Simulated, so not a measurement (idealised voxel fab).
process module | voxel capacitor over wiring
We display cut, a cross-section 235 nm in width whose square cells are each 5 nm.
A cross-section in this document is a grid of square cells, and it is written down as bands, the top band listed before the ones below it; a band is made up of one or more rows of cells. In this notation a band is specified by the heights of its top and bottom, in that order and in nm, after which its materials appear from left to right, each paired with its width in nm. The word "full width" attached to a single material means that material fills the band from edge to edge; the word "air" stands for empty space. Height reference: 0 = level under which incoming wafer is all one material. Lowest band: no bottom, runs on downward, e.g. "0 nm and below". The two numbers in a width such as "30->40" mark its ends across the band: the first belongs to the top row of cells, the second to the bottom row, and from each row to the next the width moves by the same amount. The cross-section has no changed cell in any step marked "nothing got changed". "Sealed voids": empty spaces of 8 cells or more with no open way to the top, each given as width x height at distance, distance from the left edge, all in nm. Step line, after settings: the simulator's comment on this step. Regarding "overlay nm": on a step with a mask, it is the distance the mask lay to the right of its planned place; a negative value places it to the left.

So here's the lineup of process steps we planned
step 1: RECEIVE [material Si]
step 2: CONFORMAL_DEP [material SiO2] [thk nm 10]
step 3: DIRECTIONAL_DEP [material TiN] [thk nm 5]
step 4: DIRECTIONAL_DEP [material Ru] [thk nm 25]
step 5: DIRECTIONAL_DEP [material aC] [thk nm 10]
step 6: PATTERN [tone cover] [mask id METAL_1] [material resist] [width nm 30] [pitch nm 90] [thk nm 25] [overlay nm 0]
step 7: DIRECTIONAL_ETCH [etch materials aC] [depth nm 10]
step 8: STRIP [etch materials resist]
step 9: DIRECTIONAL_ETCH [etch materials Ru] [depth nm 25]
step 10: DIRECTIONAL_ETCH [etch materials TiN] [depth nm 5]
step 11: STRIP [etch materials aC]
step 12: CONFORMAL_DEP [material SiN] [thk nm 5]
step 13: FILL_DEP [material SiO2] [thk nm 5]
step 14: CMP [height nm 40]
step 15: CONFORMAL_DEP [material SiCN] [thk nm 5]
step 16: DIRECTIONAL_DEP [material lowk] [thk nm 10]
step 17: DIRECTIONAL_DEP [material aC] [thk nm 10]
step 18: PATTERN [tone open] [mask id PLUG_1] [material resist] [width nm 15] [thk nm 25] [overlay nm 0]
step 19: DIRECTIONAL_ETCH [etch materials aC] [depth nm 10]
step 20: STRIP [etch materials resist]
step 21: DIRECTIONAL_ETCH [etch materials lowk] [depth nm 10]
step 22: DIRECTIONAL_ETCH [etch materials SiCN] [depth nm 5]
step 23: STRIP [etch materials aC]
step 24: EPI [material Ru] [thk nm 10]
step 25: EPI [material Ru] [thk nm 5]
step 26: DIRECTIONAL_DEP [material TiN] [thk nm 10]
step 27: DIRECTIONAL_DEP [material Al2O3] [thk nm 5]
step 28: DIRECTIONAL_DEP [material TiN] [thk nm 10]
step 29: PATTERN [tone cover] [mask id UPPER_PLATE] [material resist] [width nm 65] [thk nm 20] [overlay nm 0]
step 30: DIRECTIONAL_ETCH [etch materials TiN] [depth nm 10]
step 31: DIRECTIONAL_ETCH [etch materials Al2O3] [depth nm 5]
step 32: STRIP [etch materials resist]
step 33: DIRECTIONAL_DEP [material aC] [thk nm 15]
step 34: PATTERN [tone cover] [mask id LOWER_PLATE] [material resist] [width nm 75] [thk nm 35] [overlay nm 0]
step 35: DIRECTIONAL_ETCH [etch materials aC] [depth nm 15]
step 36: STRIP [etch materials resist]
step 37: DIRECTIONAL_ETCH [etch materials TiN] [depth nm 10]
step 38: STRIP [etch materials aC]
step 39: FILL_DEP [material SiO2] [thk nm 15]
step 40: CMP [height nm 90]
step 41: MASKED_ETCH [tone open] [mask id PLUG_2] [width nm 15] [etch materials SiO2] [depth nm 10] [overlay nm 0]
step 42: CONFORMAL_DEP [material TiN] [thk nm 5]
step 43: FILL_DEP [material W] [thk nm 5]
step 44: CMP [height nm 90]
step 45: CONFORMAL_DEP [material SiCN] [thk nm 5]

First wafer, two in total, run as planned

As-received state of the wafer in cross-section, equivalent to post-step 1
0 nm and below: Si full width
Sealed voids: none

Step 2 done - wafer cross-section
10 nm to 0 nm: SiO2 full width
Heights below 0 show no change.

Step 3 done - wafer cross-section
15 nm to 10 nm: TiN full width
Heights below 10 show no change.

Step 4 done - wafer cross-section
40 nm to 15 nm: Ru full width
Heights below 15 show no change.

Step 5 done - wafer cross-section
50 nm to 40 nm: aC full width
Heights below 40 show no change.

Step 6 done - wafer cross-section
75 nm to 50 nm: 55 of air, then 30 of resist, then 60 of air, then 30 of resist, then 60 of air
Heights below 50 show no change.

Step 7 done - wafer cross-section
65 nm to 50 nm: 55 of air, then 30 of resist, then 60 of air, then 30 of resist, then 60 of air
50 nm to 40 nm: 55 of air, then 30 of aC, then 60 of air, then 30 of aC, then 60 of air
Heights below 40 show no change.

Step 8 done - wafer cross-section
50 nm to 40 nm: 55 of air, then 30 of aC, then 60 of air, then 30 of aC, then 60 of air
Heights below 40 show no change.

Step 9 done - wafer cross-section
50 nm to 40 nm: 55 of air, then 30 of aC, then 60 of air, then 30 of aC, then 60 of air
40 nm to 15 nm: 55 of air, then 30 of Ru, then 60 of air, then 30 of Ru, then 60 of air
Heights below 15 show no change.

Step 10 done - wafer cross-section
50 nm to 40 nm: 55 of air, then 30 of aC, then 60 of air, then 30 of aC, then 60 of air
40 nm to 15 nm: 55 of air, then 30 of Ru, then 60 of air, then 30 of Ru, then 60 of air
15 nm to 10 nm: 55 of air, then 30 of TiN, then 60 of air, then 30 of TiN, then 60 of air
Heights below 10 show no change.

Step 11 done - wafer cross-section
40 nm to 15 nm: 55 of air, then 30 of Ru, then 60 of air, then 30 of Ru, then 60 of air
Heights below 15 show no change.

Step 12 done - wafer cross-section
45 nm to 40 nm: 50 of air, then 40 of SiN, then 50 of air, then 40 of SiN, then 55 of air
40 nm to 15 nm: 50 of air, then 5 of SiN, then 30 of Ru, then 5 of SiN, then 50 of air, then 5 of SiN, then 30 of Ru, then 5 of SiN, then 55 of air
15 nm to 10 nm: 55 of SiN, then 30 of TiN, then 60 of SiN, then 30 of TiN, then 60 of SiN
Heights below 10 show no change.

Step 13 done - wafer cross-section
50 nm to 45 nm: SiO2 full width
45 nm to 40 nm: 50 of SiO2, then 40 of SiN, then 50 of SiO2, then 40 of SiN, then 55 of SiO2
40 nm to 15 nm: 50 of SiO2, then 5 of SiN, then 30 of Ru, then 5 of SiN, then 50 of SiO2, then 5 of SiN, then 30 of Ru, then 5 of SiN, then 55 of SiO2
Heights below 15 show no change.

Step 14 done - wafer cross-section
40 nm to 15 nm: 50 of SiO2, then 5 of SiN, then 30 of Ru, then 5 of SiN, then 50 of SiO2, then 5 of SiN, then 30 of Ru, then 5 of SiN, then 55 of SiO2
Heights below 15 show no change.

Step 15 done - wafer cross-section
45 nm to 40 nm: SiCN full width
Heights below 40 show no change.

Step 16 done - wafer cross-section
55 nm to 45 nm: lowk full width
Heights below 45 show no change.

Step 17 done - wafer cross-section
65 nm to 55 nm: aC full width
Heights below 55 show no change.

Step 18 done - wafer cross-section
90 nm to 65 nm: 70 of resist, then 15 of air, then 150 of resist
Heights below 65 show no change.

Step 19 done - wafer cross-section
80 nm to 65 nm: 70 of resist, then 15 of air, then 150 of resist
65 nm to 55 nm: 70 of aC, then 15 of air, then 150 of aC
Heights below 55 show no change.

Step 20 done - wafer cross-section
65 nm to 55 nm: 70 of aC, then 15 of air, then 150 of aC
Heights below 55 show no change.

Step 21 done - wafer cross-section
65 nm to 55 nm: 70 of aC, then 15 of air, then 150 of aC
55 nm to 45 nm: 70 of lowk, then 15 of air, then 150 of lowk
Heights below 45 show no change.

Step 22 done - wafer cross-section
65 nm to 55 nm: 70 of aC, then 15 of air, then 150 of aC
55 nm to 45 nm: 70 of lowk, then 15 of air, then 150 of lowk
45 nm to 40 nm: 70 of SiCN, then 15 of air, then 150 of SiCN
Heights below 40 show no change.

Step 23 done - wafer cross-section
55 nm to 45 nm: 70 of lowk, then 15 of air, then 150 of lowk
Heights below 45 show no change.

Step 24 done - wafer cross-section
55 nm to 50 nm: 70 of lowk, then 15 of air, then 150 of lowk
50 nm to 45 nm: 70 of lowk, then 15 of Ru, then 150 of lowk
45 nm to 40 nm: 70 of SiCN, then 15 of Ru, then 150 of SiCN
Heights below 40 show no change.

Step 25 done - wafer cross-section
55 nm to 45 nm: 70 of lowk, then 15 of Ru, then 150 of lowk
Heights below 45 show no change.

Step 26 done - wafer cross-section
65 nm to 55 nm: TiN full width
Heights below 55 show no change.

Step 27 done - wafer cross-section
70 nm to 65 nm: Al2O3 full width
Heights below 65 show no change.

Step 28 done - wafer cross-section
80 nm to 70 nm: TiN full width
Heights below 70 show no change.

Step 29 done - wafer cross-section
100 nm to 80 nm: 70 of air, then 65 of resist, then 100 of air
Heights below 80 show no change.

Step 30 done - wafer cross-section
100 nm to 80 nm: 70 of air, then 65 of resist, then 100 of air
80 nm to 70 nm: 70 of air, then 65 of TiN, then 100 of air
Heights below 70 show no change.

Step 31 done - wafer cross-section
100 nm to 80 nm: 70 of air, then 65 of resist, then 100 of air
80 nm to 70 nm: 70 of air, then 65 of TiN, then 100 of air
70 nm to 65 nm: 70 of air, then 65 of Al2O3, then 100 of air
Heights below 65 show no change.

Step 32 done - wafer cross-section
80 nm to 70 nm: 70 of air, then 65 of TiN, then 100 of air
Heights below 70 show no change.

Step 33 done - wafer cross-section
95 nm to 80 nm: 70 of air, then 65 of aC, then 100 of air
80 nm to 70 nm: 70 of aC, then 65 of TiN, then 100 of aC
70 nm to 65 nm: 70 of aC, then 65 of Al2O3, then 100 of aC
Heights below 65 show no change.

Step 34 done - wafer cross-section
130 nm to 95 nm: 65 of air, then 75 of resist, then 95 of air
95 nm to 80 nm: 65 of air, then 5 of resist, then 65 of aC, then 5 of resist, then 95 of air
Heights below 80 show no change.

Step 35 done - wafer cross-section
115 nm to 95 nm: 65 of air, then 75 of resist, then 95 of air
95 nm to 80 nm: 65 of air, then 5 of resist, then 65 of aC, then 5 of resist, then 95 of air
80 nm to 70 nm: 65 of air, then 5 of aC, then 65 of TiN, then 5 of aC, then 95 of air
70 nm to 65 nm: 65 of air, then 5 of aC, then 65 of Al2O3, then 5 of aC, then 95 of air
Heights below 65 show no change.

Step 36 done - wafer cross-section
95 nm to 80 nm: 70 of air, then 65 of aC, then 100 of air
Heights below 80 show no change.

Step 37 done - wafer cross-section
95 nm to 80 nm: 70 of air, then 65 of aC, then 100 of air
80 nm to 70 nm: 65 of air, then 5 of aC, then 65 of TiN, then 5 of aC, then 95 of air
70 nm to 65 nm: 65 of air, then 5 of aC, then 65 of Al2O3, then 5 of aC, then 95 of air
65 nm to 55 nm: 65 of air, then 75 of TiN, then 95 of air
Heights below 55 show no change.

Step 38 done - wafer cross-section
80 nm to 70 nm: 70 of air, then 65 of TiN, then 100 of air
70 nm to 65 nm: 70 of air, then 65 of Al2O3, then 100 of air
Heights below 65 show no change.

Step 39 done - wafer cross-section
95 nm to 80 nm: SiO2 full width
80 nm to 70 nm: 70 of SiO2, then 65 of TiN, then 100 of SiO2
70 nm to 65 nm: 70 of SiO2, then 65 of Al2O3, then 100 of SiO2
65 nm to 55 nm: 65 of SiO2, then 75 of TiN, then 95 of SiO2
Heights below 55 show no change.

Step 40 done - wafer cross-section
90 nm to 80 nm: SiO2 full width
Heights below 80 show no change.

Step 41 done - wafer cross-section
90 nm to 80 nm: 80 of SiO2, then 15 of air, then 140 of SiO2
Heights below 80 show no change.

Step 42 done - wafer cross-section
95 nm to 90 nm: 85 of TiN, then 5 of air, then 145 of TiN
90 nm to 85 nm: 80 of SiO2, then 5 of TiN, then 5 of air, then 5 of TiN, then 140 of SiO2
85 nm to 80 nm: 80 of SiO2, then 15 of TiN, then 140 of SiO2
Heights below 80 show no change.

Step 43 done - wafer cross-section
100 nm to 95 nm: W full width
95 nm to 90 nm: 85 of TiN, then 5 of W, then 145 of TiN
90 nm to 85 nm: 80 of SiO2, then 5 of TiN, then 5 of W, then 5 of TiN, then 140 of SiO2
Heights below 85 show no change.

Step 44 done - wafer cross-section
90 nm to 85 nm: 80 of SiO2, then 5 of TiN, then 5 of W, then 5 of TiN, then 140 of SiO2
Heights below 85 show no change.

Step 45 done - wafer cross-section
95 nm to 90 nm: SiCN full width
Heights below 90 show no change.

Second of two: same start, same plan, one run error; steps up to and including 23 match the first

Second wafer, section view, time point: scheduled end of step 24
60 nm to 55 nm: 65 of air, then 25 of Ru, then 145 of air
55 nm to 45 nm: 70 of lowk, then 15 of Ru, then 150 of lowk
45 nm to 40 nm: 70 of SiCN, then 15 of Ru, then 150 of SiCN
Heights below 40 show no change.

Second wafer, section view, time point: scheduled end of step 25
65 nm to 55 nm: 60 of air, then 35 of Ru, then 140 of air
Heights below 55 show no change.

Second wafer, section view, time point: scheduled end of step 26
75 nm to 65 nm: 60 of air, then 35 of TiN, then 140 of air
65 nm to 55 nm: 60 of TiN, then 35 of Ru, then 140 of TiN
Heights below 55 show no change.

Second wafer, section view, time point: scheduled end of step 27
80 nm to 75 nm: 60 of air, then 35 of Al2O3, then 140 of air
75 nm to 70 nm: 60 of air, then 35 of TiN, then 140 of air
70 nm to 65 nm: 60 of Al2O3, then 35 of TiN, then 140 of Al2O3
Heights below 65 show no change.

Second wafer, section view, time point: scheduled end of step 28
90 nm to 80 nm: 60 of air, then 35 of TiN, then 140 of air
80 nm to 75 nm: 60 of TiN, then 35 of Al2O3, then 140 of TiN
75 nm to 70 nm: TiN full width
Heights below 70 show no change.

Second wafer, section view, time point: scheduled end of step 29
110 nm to 90 nm: 70 of air, then 65 of resist, then 100 of air
90 nm to 80 nm: 60 of air, then 35 of TiN, then 40 of resist, then 100 of air
Heights below 80 show no change.

Second wafer, section view, time point: scheduled end of step 30
110 nm to 90 nm: 70 of air, then 65 of resist, then 100 of air
90 nm to 80 nm: 70 of air, then 25 of TiN, then 40 of resist, then 100 of air
80 nm to 75 nm: 60 of air, then 35 of Al2O3, then 40 of TiN, then 100 of air
75 nm to 70 nm: 60 of air, then 75 of TiN, then 100 of air
Heights below 70 show no change.

Second wafer, section view, time point: scheduled end of step 31
110 nm to 90 nm: 70 of air, then 65 of resist, then 100 of air
90 nm to 80 nm: 70 of air, then 25 of TiN, then 40 of resist, then 100 of air
80 nm to 75 nm: 70 of air, then 25 of Al2O3, then 40 of TiN, then 100 of air
75 nm to 70 nm: 60 of air, then 75 of TiN, then 100 of air
70 nm to 65 nm: 60 of air, then 35 of TiN, then 40 of Al2O3, then 100 of air
Heights below 65 show no change.

Second wafer, section view, time point: scheduled end of step 32
90 nm to 80 nm: 70 of air, then 25 of TiN, then 140 of air
Heights below 80 show no change.

Second wafer, section view, time point: scheduled end of step 33
105 nm to 95 nm: 70 of air, then 25 of aC, then 140 of air
95 nm to 90 nm: 70 of air, then 65 of aC, then 100 of air
90 nm to 80 nm: 60 of air, then 10 of aC, then 25 of TiN, then 40 of aC, then 100 of air
80 nm to 75 nm: 70 of aC, then 25 of Al2O3, then 40 of TiN, then 100 of aC
75 nm to 70 nm: 60 of aC, then 75 of TiN, then 100 of aC
70 nm to 65 nm: 60 of aC, then 35 of TiN, then 40 of Al2O3, then 100 of aC
Heights below 65 show no change.

Second wafer, section view, time point: scheduled end of step 34
140 nm to 105 nm: 65 of air, then 75 of resist, then 95 of air
105 nm to 95 nm: 65 of air, then 5 of resist, then 25 of aC, then 45 of resist, then 95 of air
95 nm to 90 nm: 65 of air, then 5 of resist, then 65 of aC, then 5 of resist, then 95 of air
90 nm to 80 nm: 60 of air, then 10 of aC, then 25 of TiN, then 40 of aC, then 5 of resist, then 95 of air
Heights below 80 show no change.

Second wafer, section view, time point: scheduled end of step 35
125 nm to 105 nm: 65 of air, then 75 of resist, then 95 of air
105 nm to 95 nm: 65 of air, then 5 of resist, then 25 of aC, then 45 of resist, then 95 of air
95 nm to 90 nm: 65 of air, then 5 of resist, then 65 of aC, then 5 of resist, then 95 of air
90 nm to 80 nm: 65 of air, then 5 of aC, then 25 of TiN, then 40 of aC, then 5 of resist, then 95 of air
80 nm to 75 nm: 65 of air, then 5 of aC, then 25 of Al2O3, then 40 of TiN, then 5 of aC, then 95 of air
75 nm to 70 nm: 60 of air, then 75 of TiN, then 5 of aC, then 95 of air
70 nm to 65 nm: 60 of air, then 35 of TiN, then 40 of Al2O3, then 5 of aC, then 95 of air
Heights below 65 show no change.

Second wafer, section view, time point: scheduled end of step 36
105 nm to 95 nm: 70 of air, then 25 of aC, then 140 of air
95 nm to 90 nm: 70 of air, then 65 of aC, then 100 of air
90 nm to 80 nm: 65 of air, then 5 of aC, then 25 of TiN, then 40 of aC, then 100 of air
Heights below 80 show no change.

Second wafer, section view, time point: scheduled end of step 37
105 nm to 95 nm: 70 of air, then 25 of aC, then 140 of air
95 nm to 90 nm: 70 of air, then 65 of aC, then 100 of air
90 nm to 80 nm: 65 of air, then 5 of aC, then 25 of TiN, then 40 of aC, then 100 of air
80 nm to 75 nm: 65 of air, then 5 of aC, then 25 of Al2O3, then 40 of TiN, then 5 of aC, then 95 of air
75 nm to 70 nm: 65 of air, then 70 of TiN, then 5 of aC, then 95 of air
70 nm to 65 nm: 65 of air, then 30 of TiN, then 40 of Al2O3, then 5 of aC, then 95 of air
65 nm to 55 nm: 60 of air, then 35 of Ru, then 45 of TiN, then 95 of air
Heights below 55 show no change.

Second wafer, section view, time point: scheduled end of step 38
90 nm to 80 nm: 70 of air, then 25 of TiN, then 140 of air
80 nm to 75 nm: 70 of air, then 25 of Al2O3, then 40 of TiN, then 100 of air
75 nm to 70 nm: 65 of air, then 70 of TiN, then 100 of air
70 nm to 65 nm: 65 of air, then 30 of TiN, then 40 of Al2O3, then 100 of air
Heights below 65 show no change.

Second wafer, section view, time point: scheduled end of step 39
105 nm to 90 nm: SiO2 full width
90 nm to 80 nm: 70 of SiO2, then 25 of TiN, then 140 of SiO2
80 nm to 75 nm: 70 of SiO2, then 25 of Al2O3, then 40 of TiN, then 100 of SiO2
75 nm to 70 nm: 65 of SiO2, then 70 of TiN, then 100 of SiO2
70 nm to 65 nm: 65 of SiO2, then 30 of TiN, then 40 of Al2O3, then 100 of SiO2
65 nm to 55 nm: 60 of SiO2, then 35 of Ru, then 45 of TiN, then 95 of SiO2
Heights below 55 show no change.

Second wafer, section view, time point: scheduled end of step 40
90 nm to 80 nm: 70 of SiO2, then 25 of TiN, then 140 of SiO2
Heights below 80 show no change.

Second wafer, section view, time point: scheduled end of step 41: nothing got changed

Second wafer, section view, time point: scheduled end of step 42
95 nm to 90 nm: TiN full width
Heights below 90 show no change.

Second wafer, section view, time point: scheduled end of step 43
100 nm to 95 nm: W full width
Heights below 95 show no change.

Second wafer, section view, time point: scheduled end of step 44
90 nm to 80 nm: 70 of SiO2, then 25 of TiN, then 140 of SiO2
Heights below 80 show no change.

Second wafer, section view, time point: scheduled end of step 45
95 nm to 90 nm: SiCN full width
Heights below 90 show no change.
The plan and the run diverged here: step 24 of the plan was performed twice
In the final state, the cell counts of the second wafer exceed or fall short of those of the first for the following materials: +14 Ru, -8 SiO2, -5 TiN, -1 W
